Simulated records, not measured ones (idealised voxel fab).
Module name: voxel spacer lines (process module)
The cross-section on display is named cut; it measures 150 nm wide, and its cells are 5 nm squares.
A cross-section in this document is a grid of square cells, and it is written down as bands, the top band listed before the ones below it; a band is made up of one or more rows of cells. First you get the band's top height and its bottom height, in nm, and then the materials it's made of, left to right, with each width in nm. If you see a single material with "everywhere", that one covers the band edge to edge. "blank" is empty space. Where do heights start? At 0: under that level the wafer as delivered is made of one material only. And the lowest band has no floor; it just carries on downward, as in "z 0 and below". When a width is written as two numbers, as in "30->40", the first number is the width in the top row of cells of the band and the second is the width in its bottom row, and the width changes by the same amount from each row to the next. Any step labelled "no modification" changed none of the cells in the cross-section. "Closed void inventory" contains a list of empty spaces, each no smaller than 8 cells and without an open way to the top, written in the form width x height at distance with the distance from the left edge and all three in nm. after a step's settings: what the simulator itself notes on the step. overlay nm: mask offset rightward from planned place, masked step; negative means leftward offset.
PROCESS STEPS (PLANNED)
| 1 | RECEIVE: material Si |
| 2 | CONFORMAL_DEP: material Al2O3, thk nm 10 |
| 3 | DIRECTIONAL_DEP: material TiN, thk nm 15 |
| 4 | DIRECTIONAL_DEP: material polySi, thk nm 30 |
| 5 | PATTERN: tone cover, mask id MANDREL, material resist, width nm 20, pitch nm 60, thk nm 40, overlay nm 0 |
| 6 | DIRECTIONAL_ETCH: etch materials polySi, depth nm 30 |
| 7 | STRIP: etch materials resist |
| 8 | CONFORMAL_DEP: material SiN, thk nm 10 |
| 9 | DIRECTIONAL_ETCH: etch materials SiN, depth nm 10 |
| 10 | STRIP: etch materials polySi |
| 11 | DIRECTIONAL_ETCH: etch materials TiN, depth nm 15 |
| 12 | STRIP: etch materials SiN |
| 13 | FILL_DEP: material lowk, thk nm 10 |
| 14 | CMP: height nm 25 |
CROSS-SECTION, INCOMING MATERIAL, AFTER STEP 1
  z 0 and below  Si everywhere
  Closed void inventory: none
MODULE COMPLETE, CROSS-SECTION. STARTING POINT AND PLAN PER ABOVE. ONE MISTAKE MADE IN RUNNING THE MODULE
  z 25 to 15  lowk 25 nm  TiN 10 nm  lowk 20 nm  TiN 10 nm  lowk 20 nm  TiN 10 nm  lowk 20 nm  TiN 10 nm  lowk 25 nm
  z 15 to 0  Al2O3 everywhere
  z 0 and below  Si everywhere
  Closed void inventory: none
Where did the run depart from the plan? step 2 was processed under conditions differing from the plan, specifically as CONFORMAL_DEP: material Al2O3, thk nm 15
